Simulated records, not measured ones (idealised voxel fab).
This is a process module. Its name is voxel self aligned vias.
This is section cut - it's 205 nm across, gridded in 5 nm square cells.
Reading order for cross-sections: top band down to bottom band. Underlying form: a grid of square cells. Band size: one or more rows of cells. Heights first: top, then bottom, in nm. Then materials, left to right, each with a width in nm. "all across" on a single material: fills the band edge to edge. "blank": empty space. Ref level 0: as-received wafer is one material below here. Bottom band extends down with no lower bound ("from 0 down"). Width "30->40": first value at the band's top row of cells, second value at its bottom row, equal change from row to row. What does "remained the same" mean for a step? It means no cell of the cross-section changed in that step. This entry, "Entrapped voids", enumerates those empty regions of no fewer than 8 cells that possess no open connection to the top. Each region is reported in the form width x height at distance, the distance being taken from the left edge, with all three quantities expressed in nm. It should be noted that, on the line of a given step, the content following the step's settings is a remark produced by the simulator itself with respect to that step. The "overlay nm" setting may appear on a step's line; for a step that uses a mask, it gives how far to the right of its planned position the mask lay, and a negative value indicates the left.

### Process steps (planned)
1) op RECEIVE | material Si
2) op CONFORMAL_DEP | material SiO2 | thk nm 10
3) op CONFORMAL_DEP | material SiCN | thk nm 5
4) op DIRECTIONAL_DEP | material lowk | thk nm 30
5) op MASKED_ETCH | tone open | mask id LINES | width nm 20 | pitch nm 50 | etch materials lowk | depth nm 30 | overlay nm 0
6) op CONFORMAL_DEP | material TiN | thk nm 5
7) op FILL_DEP | material W | thk nm 10
8) op CMP | height nm 45
9) op SELECTIVE_ETCH | etch materials W Ru TiN | depth nm 5
10) op FILL_DEP | material SiN | thk nm 10
11) op CMP | height nm 45
12) op DIRECTIONAL_DEP | material lowk | thk nm 20
13) op MASKED_ETCH | tone open | mask id VIAS | width nm 30 | pitch nm 50 | etch materials lowk | depth nm 20 | overlay nm 0
14) op MASKED_ETCH | tone open | mask id VIAS | width nm 30 | pitch nm 50 | etch materials SiN | depth nm 5 | overlay nm 0
15) op CONFORMAL_DEP | material TiN | thk nm 5
16) op FILL_DEP | material Cu | thk nm 10
17) op CMP | height nm 65
18) op CONFORMAL_DEP | material SiN | thk nm 5

### Cross-section of the wafer at receipt, which is the condition after step 1
	from 0 down  Si all across
	Entrapped voids: none

### a wafer at the end: this start, this plan, one mistake
	from 70 to 65  SiN all across
	from 65 to 50  lowk 60  TiN 5  Cu 20  TiN 5  lowk 20  TiN 5  Cu 20  TiN 5  lowk 65
	from 50 to 45  lowk 60  TiN 10  Cu 5  TiN 15  lowk 20  TiN 10  Cu 5  TiN 15  lowk 65
	from 45 to 40  lowk 65  TiN 15  SiN 5  lowk 30  TiN 15  SiN 5  lowk 70
	from 40 to 20  lowk 65  TiN 5  W 10  TiN 5  lowk 30  TiN 5  W 10  TiN 5  lowk 70
	from 20 to 15  lowk 65  TiN 20  lowk 30  TiN 20  lowk 70
	from 15 to 10  SiCN all across
	from 10 to 0  SiO2 all across
	from 0 down  Si all across
	Entrapped voids: none
Deviation from plan: step 14 did not use the planned setting and instead ran as op MASKED_ETCH | tone open | mask id VIAS | width nm 30 | pitch nm 50 | etch materials SiN | depth nm 5 | overlay nm -10
